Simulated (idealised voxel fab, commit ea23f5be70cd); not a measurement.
The process module that follows is named voxel self aligned vias.
225 nm wide, 5 nm square cells: that's cross-section cut.
For the purposes of this document, a cross-section shall be understood as a grid of square cells, specified as bands listed in top-to-bottom order, each band consisting of one or more rows of cells.
This entry defines a band. It first specifies the height of the band's top and the height of its bottom in nm, and then specifies the band's materials from left to right, stating each material with its width in nm. The word "everywhere" identifies a single material that fills the band from edge to edge, while the word "blank" identifies empty space.
Ref level 0: as-received wafer is one material below here. Bottom band extends down with no lower bound ("from 0 down").
The two numbers in a width such as "30 to 40" mark its ends across the band: the first belongs to the top row of cells, the second to the bottom row, and from each row to the next the width moves by the same amount.
"same as before" -> step changed no cross-section cell.
For the entry "Closed internal cavities", the listed items are empty spaces with no open way to the top whose size is 8 cells or more; each item follows the pattern width x height at distance, where distance is from the left edge and all three are in nm.
after a step's settings: what the simulator itself notes on the step
overlay nm: how far to the right of its planned place the mask lay on this masked step (negative: to the left).
### Listed below are the process steps as planned
1. RECEIVE | material Si
2. CONFORMAL_DEP | material SiO2 | thk nm 10
3. CONFORMAL_DEP | material SiCN | thk nm 5
4. DIRECTIONAL_DEP | material lowk | thk nm 20
5. DIRECTIONAL_DEP | material aC | thk nm 10
6. PATTERN | tone open | mask id LINES | material resist | width nm 20 | pitch nm 55 | thk nm 25 | overlay nm 0
7. DIRECTIONAL_ETCH | etch materials aC | depth nm 10
8. STRIP | etch materials resist
9. DIRECTIONAL_ETCH | etch materials lowk | depth nm 20
10. STRIP | etch materials aC
11. CONFORMAL_DEP | material TiN | thk nm 5
12. FILL_DEP | material Ru | thk nm 10
13. CMP | height nm 35
14. SELECTIVE_ETCH | etch materials W Ru TiN | depth nm 5
15. FILL_DEP | material SiN | thk nm 10
16. CMP | height nm 35
17. DIRECTIONAL_DEP | material lowk | thk nm 15
18. DIRECTIONAL_DEP | material aC | thk nm 10
19. PATTERN | tone open | mask id VIAS | material resist | width nm 30 | pitch nm 110 | thk nm 25 | overlay nm 0
20. DIRECTIONAL_ETCH | etch materials aC | depth nm 10
21. STRIP | etch materials resist
22. DIRECTIONAL_ETCH | etch materials lowk | depth nm 15
23. DIRECTIONAL_ETCH | etch materials SiN | depth nm 5
24. STRIP | etch materials aC
25. CONFORMAL_DEP | material TiN | thk nm 5
26. FILL_DEP | material Ru | thk nm 10
27. CMP | height nm 50
28. CONFORMAL_DEP | material SiCN | thk nm 5
Where the wafers of this document differ is in the width nm of step 19; they start out the same, and the plan states the value that applied to the first wafer.
### The first of several wafers as received, shown in cross-section; this is its state after step 1
> from 0 down = Si everywhere
> Closed internal cavities: none
### Table: wafers, a row each; end-of-module cell change per material since receipt, gain (+), loss (-); then closed voids
width nm 30; +32 Ru; +90 SiCN; +4 SiN; +90 SiO2; +48 TiN; +231 lowk; Closed internal cavities: none
width nm 35; +36 Ru; +90 SiCN; +4 SiN; +90 SiO2; +50 TiN; +225 lowk; Closed internal cavities: none
width nm 40; +40 Ru; +90 SiCN; +4 SiN; +90 SiO2; +52 TiN; +219 lowk; Closed internal cavities: none
width nm 45; +44 Ru; +90 SiCN; +4 SiN; +90 SiO2; +54 TiN; +213 lowk; Closed internal cavities: none
width nm 50; +48 Ru; +90 SiCN; +4 SiN; +90 SiO2; +56 TiN; +207 lowk; Closed internal cavities: none
width nm 55; +52 Ru; +90 SiCN; +4 SiN; +90 SiO2; +58 TiN; +201 lowk; Closed internal cavities: none
